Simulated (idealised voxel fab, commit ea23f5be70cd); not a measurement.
Name of the process module below: voxel trench capacitor
For reference, the cross-section in this document is cut, with width 270 nm and square cells of 5 nm.
This document writes a cross-section as a grid whose cells are square, and gives it as bands, listed from the top down; one or more rows of cells form a band.
First you get the band's top height and its bottom height, in nm, and then the materials it's made of, left to right, with each width in nm. If you see a single material with "everywhere", that one covers the band edge to edge. "air" is empty space.
Heads up on the height convention: 0 is the point under which the incoming wafer is all one material, and the lowest band has no bottom, it just keeps going down, like "0..down".
Read "30->40" as a graded width: first number on top, second number at the bottom, same change between each pair of neighbouring rows.
"no change" for a step: no cell of the cross-section changed in that step.
"Closed cavity list": sealed empty spaces, 8 cells or more, no open way to top, listed width x height at distance, with distance from the left edge and width, height and distance in nm.
On each step's line, the part that comes after the settings is the simulator's own comment on the step.
The setting "overlay nm" may be written on the line of a step. When the step uses a mask, the value reports how far to the right of the planned place the mask lay, and a negative value reports that it lay to the left.

### So here's the lineup of process steps we planned
1: RECEIVE | material Si
2: CONFORMAL_DEP | material SiN | thk nm 5
3: PATTERN | tone open | mask id TRENCH | material resist | width nm 25 | pitch nm 50 | thk nm 20 | overlay nm 0
4: DIRECTIONAL_ETCH | etch materials SiN | depth nm 5
5: DIRECTIONAL_ETCH | etch materials Si | depth nm 40
6: STRIP | etch materials resist
7: CONFORMAL_DEP | material SiO2 | thk nm 5
8: FILL_DEP | material polySi | thk nm 5
9: CMP | height nm 5

### Delivered wafer in cross-section: state after step 1
  0..down  Si everywhere
  Closed cavity list: none

### First wafer of two, sectioned at end of module; run went per plan
  5..0  SiN (70), SiO2 (5), polySi (15), SiO2 (5), SiN (25), SiO2 (5), polySi (15), SiO2 (5), SiN (25), SiO2 (5), polySi (15), SiO2 (5), SiN (75)
  0..-35  Si (70), SiO2 (5), polySi (15), SiO2 (5), Si (25), SiO2 (5), polySi (15), SiO2 (5), Si (25), SiO2 (5), polySi (15), SiO2 (5), Si (75)
  -35..-40  Si (70), SiO2 (25), Si (25), SiO2 (25), Si (25), SiO2 (25), Si (75)
  -40..down  Si everywhere
  Closed cavity list: none

### So this is wafer number two of the two, cut at the end of the module - it started where the first did and had the same plan, we just got one thing wrong running it
  5..0  SiN (70), SiO2 (5), polySi (20), SiO2 (5), SiN (20), SiO2 (5), polySi (20), SiO2 (5), SiN (20), SiO2 (5), polySi (20), SiO2 (5), SiN (70)
  0..-35  Si (70), SiO2 (5), polySi (20), SiO2 (5), Si (20), SiO2 (5), polySi (20), SiO2 (5), Si (20), SiO2 (5), polySi (20), SiO2 (5), Si (70)
  -35..-40  Si (70), SiO2 (30), Si (20), SiO2 (30), Si (20), SiO2 (30), Si (70)
  -40..down  Si everywhere
  Closed cavity list: none
Nonconformance to the process plan: note that step 3 departed from the planned setting and was carried out as PATTERN | tone open | mask id TRENCH | material resist | width nm 30 | pitch nm 50 | thk nm 20 | overlay nm 0
Count the cells at the end and the second wafer has more or fewer of some materials than the first: Si -24; SiN -3; SiO2 +3; polySi +24
